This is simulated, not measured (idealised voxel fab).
The following is a process module called voxel ribs on slabs.
FYI the section here is cut, 295 nm wide, cells are 5 nm squares.
Just so we're on the same page, the cross-sections are grids of square cells, and they're listed out in bands top to bottom, each band one or more rows deep. Basically the band line says how high the top is and how high the bottom is, in nm, and then what's in it from left to right, every material with its width in nm. Empty space shows up as "air", and if a single material carries "everywhere" it runs the full band edge to edge. Ref level 0: as-received wafer is one material below here. Bottom band extends down with no lower bound ("0 nm and below"). A width such as "30 to 40" changes by the same amount from each row of cells to the next, from the band's top row to its bottom row. When a step is marked "no alterations made", none of the cells in the cross-section changed during that step. For the entry "Fully sealed voids", the listed items are empty spaces with no open way to the top whose size is 8 cells or more; each item follows the pattern width x height at distance, where distance is from the left edge and all three are in nm. On a step's line, text after the settings is the simulator commenting on that step. overlay nm: mask right of planned place by this much (step with mask). Neg. = left.
-- The planned process steps are enumerated hereunder
step 1: RECEIVE | material Si
step 2: DIRECTIONAL_DEP | material SiO2 | thk nm 20
step 3: DIRECTIONAL_DEP | material polySi | thk nm 25
step 4: DIRECTIONAL_DEP | material aC | thk nm 10
step 5: PATTERN | tone cover | mask id RIB | material resist | width nm 15 | thk nm 30 | overlay nm 0
step 6: DIRECTIONAL_ETCH | etch materials aC | depth nm 10
step 7: STRIP | etch materials resist
step 8: DIRECTIONAL_ETCH | etch materials polySi | depth nm 15
step 9: STRIP | etch materials aC
step 10: DIRECTIONAL_DEP | material aC | thk nm 15
step 11: PATTERN | tone cover | mask id SLAB | material resist | width nm 55 | thk nm 35 | overlay nm 0
step 12: DIRECTIONAL_ETCH | etch materials aC | depth nm 15
step 13: STRIP | etch materials resist
step 14: DIRECTIONAL_ETCH | etch materials polySi | depth nm 10
step 15: STRIP | etch materials aC
step 16: FILL_DEP | material SiO2 | thk nm 15
step 17: CMP | height nm 55
step 18: DIRECTIONAL_DEP | material TiN | thk nm 10
step 19: PATTERN | tone cover | mask id HEATER | material resist | width nm 25 | thk nm 20 | overlay nm 0
step 20: DIRECTIONAL_ETCH | etch materials TiN | depth nm 10
step 21: STRIP | etch materials resist
step 22: CONFORMAL_DEP | material SiO2 | thk nm 5
-- What follows covers the first of two wafers; it ran as planned
-- As-received state of the wafer in cross-section, equivalent to post-step 1
    0 nm and below: Si everywhere
    Fully sealed voids: none
-- How the wafer stands in section after step 2
    20 nm to 0 nm: SiO2 everywhere
    Under the height 0 nothing was changed.
-- How the wafer stands in section after step 3
    45 nm to 20 nm: polySi everywhere
    Under the height 20 nothing was changed.
-- How the wafer stands in section after step 4
    55 nm to 45 nm: aC everywhere
    Under the height 45 nothing was changed.
-- How the wafer stands in section after step 5
    85 nm to 55 nm: air: 140  resist: 15  air: 140
    Under the height 55 nothing was changed.
-- How the wafer stands in section after step 6
    75 nm to 55 nm: air: 140  resist: 15  air: 140
    55 nm to 45 nm: air: 140  aC: 15  air: 140
    Under the height 45 nothing was changed.
-- How the wafer stands in section after step 7
    55 nm to 45 nm: air: 140  aC: 15  air: 140
    Under the height 45 nothing was changed.
-- How the wafer stands in section after step 8
    55 nm to 45 nm: air: 140  aC: 15  air: 140
    45 nm to 30 nm: air: 140  polySi: 15  air: 140
    Under the height 30 nothing was changed.
-- How the wafer stands in section after step 9
    45 nm to 30 nm: air: 140  polySi: 15  air: 140
    Under the height 30 nothing was changed.
-- How the wafer stands in section after step 10
    60 nm to 45 nm: air: 140  aC: 15  air: 140
    45 nm to 30 nm: aC: 140  polySi: 15  aC: 140
    Under the height 30 nothing was changed.
-- How the wafer stands in section after step 11
    95 nm to 60 nm: air: 120  resist: 55  air: 120
    60 nm to 45 nm: air: 120  resist: 20  aC: 15  resist: 20  air: 120
    Under the height 45 nothing was changed.
-- How the wafer stands in section after step 12
    80 nm to 60 nm: air: 120  resist: 55  air: 120
    60 nm to 45 nm: air: 120  resist: 20  aC: 15  resist: 20  air: 120
    45 nm to 30 nm: air: 120  aC: 20  polySi: 15  aC: 20  air: 120
    Under the height 30 nothing was changed.
-- How the wafer stands in section after step 13
    60 nm to 45 nm: air: 140  aC: 15  air: 140
    Under the height 45 nothing was changed.
-- How the wafer stands in section after step 14
    60 nm to 45 nm: air: 140  aC: 15  air: 140
    45 nm to 30 nm: air: 120  aC: 20  polySi: 15  aC: 20  air: 120
    30 nm to 20 nm: air: 120  polySi: 55  air: 120
    Under the height 20 nothing was changed.
-- How the wafer stands in section after step 15
    45 nm to 30 nm: air: 140  polySi: 15  air: 140
    Under the height 30 nothing was changed.
-- How the wafer stands in section after step 16
    60 nm to 45 nm: SiO2 everywhere
    45 nm to 30 nm: SiO2: 140  polySi: 15  SiO2: 140
    30 nm to 20 nm: SiO2: 120  polySi: 55  SiO2: 120
    Under the height 20 nothing was changed.
-- How the wafer stands in section after step 17
    55 nm to 45 nm: SiO2 everywhere
    Under the height 45 nothing was changed.
-- How the wafer stands in section after step 18
    65 nm to 55 nm: TiN everywhere
    Under the height 55 nothing was changed.
-- How the wafer stands in section after step 19
    85 nm to 65 nm: air: 135  resist: 25  air: 135
    Under the height 65 nothing was changed.
-- How the wafer stands in section after step 20
    85 nm to 65 nm: air: 135  resist: 25  air: 135
    65 nm to 55 nm: air: 135  TiN: 25  air: 135
    Under the height 55 nothing was changed.
-- How the wafer stands in section after step 21
    65 nm to 55 nm: air: 135  TiN: 25  air: 135
    Under the height 55 nothing was changed.
-- How the wafer stands in section after step 22
    70 nm to 65 nm: air: 130  SiO2: 35  air: 130
    65 nm to 60 nm: air: 130  SiO2: 5  TiN: 25  SiO2: 5  air: 130
    60 nm to 55 nm: SiO2: 135  TiN: 25  SiO2: 135
    Under the height 55 nothing was changed.
-- Second of two: same start, same plan, one run error; steps up to and including 2 match the first
-- Look at the second wafer in cross-section at the time step 3 ought to have finished
    45 nm to 0 nm: SiO2 everywhere
    Under the height 0 nothing was changed.
-- Look at the second wafer in cross-section at the time step 4 ought to have finished
    55 nm to 45 nm: aC everywhere
    Under the height 45 nothing was changed.
-- Look at the second wafer in cross-section at the time step 5 ought to have finished
    85 nm to 55 nm: air: 140  resist: 15  air: 140
    Under the height 55 nothing was changed.
-- Look at the second wafer in cross-section at the time step 6 ought to have finished
    75 nm to 55 nm: air: 140  resist: 15  air: 140
    55 nm to 45 nm: air: 140  aC: 15  air: 140
    Under the height 45 nothing was changed.
-- Look at the second wafer in cross-section at the time step 7 ought to have finished
    55 nm to 45 nm: air: 140  aC: 15  air: 140
    Under the height 45 nothing was changed.
Look at the second wafer in cross-section at the time step 8 ought to have finished: no alterations made
-- Look at the second wafer in cross-section at the time step 9 ought to have finished
    45 nm to 0 nm: SiO2 everywhere
    Under the height 0 nothing was changed.
-- Look at the second wafer in cross-section at the time step 10 ought to have finished
    60 nm to 45 nm: aC everywhere
    Under the height 45 nothing was changed.
-- Look at the second wafer in cross-section at the time step 11 ought to have finished
    95 nm to 60 nm: air: 120  resist: 55  air: 120
    Under the height 60 nothing was changed.
-- Look at the second wafer in cross-section at the time step 12 ought to have finished
    80 nm to 60 nm: air: 120  resist: 55  air: 120
    60 nm to 45 nm: air: 120  aC: 55  air: 120
    Under the height 45 nothing was changed.
-- Look at the second wafer in cross-section at the time step 13 ought to have finished
    60 nm to 45 nm: air: 120  aC: 55  air: 120
    Under the height 45 nothing was changed.
Look at the second wafer in cross-section at the time step 14 ought to have finished: no alterations made
-- Look at the second wafer in cross-section at the time step 15 ought to have finished
    45 nm to 0 nm: SiO2 everywhere
    Under the height 0 nothing was changed.
-- Look at the second wafer in cross-section at the time step 16 ought to have finished
    60 nm to 0 nm: SiO2 everywhere
    Under the height 0 nothing was changed.
-- Look at the second wafer in cross-section at the time step 17 ought to have finished
    55 nm to 0 nm: SiO2 everywhere
    Under the height 0 nothing was changed.
-- Look at the second wafer in cross-section at the time step 18 ought to have finished
    65 nm to 55 nm: TiN everywhere
    Under the height 55 nothing was changed.
-- Look at the second wafer in cross-section at the time step 19 ought to have finished
    85 nm to 65 nm: air: 135  resist: 25  air: 135
    Under the height 65 nothing was changed.
-- Look at the second wafer in cross-section at the time step 20 ought to have finished
    85 nm to 65 nm: air: 135  resist: 25  air: 135
    65 nm to 55 nm: air: 135  TiN: 25  air: 135
    Under the height 55 nothing was changed.
-- Look at the second wafer in cross-section at the time step 21 ought to have finished
    65 nm to 55 nm: air: 135  TiN: 25  air: 135
    Under the height 55 nothing was changed.
-- Look at the second wafer in cross-section at the time step 22 ought to have finished
    70 nm to 65 nm: air: 130  SiO2: 35  air: 130
    65 nm to 60 nm: air: 130  SiO2: 5  TiN: 25  SiO2: 5  air: 130
    60 nm to 55 nm: SiO2: 135  TiN: 25  SiO2: 135
    Under the height 55 nothing was changed.
Where did the run depart from the plan? step 3 was processed under conditions differing from the plan, specifically as DIRECTIONAL_DEP | material SiO2 | thk nm 25
Counted in cells at the end, the second wafer holds more or fewer of these materials than the first: SiO2: 31 more; polySi: 31 fewer
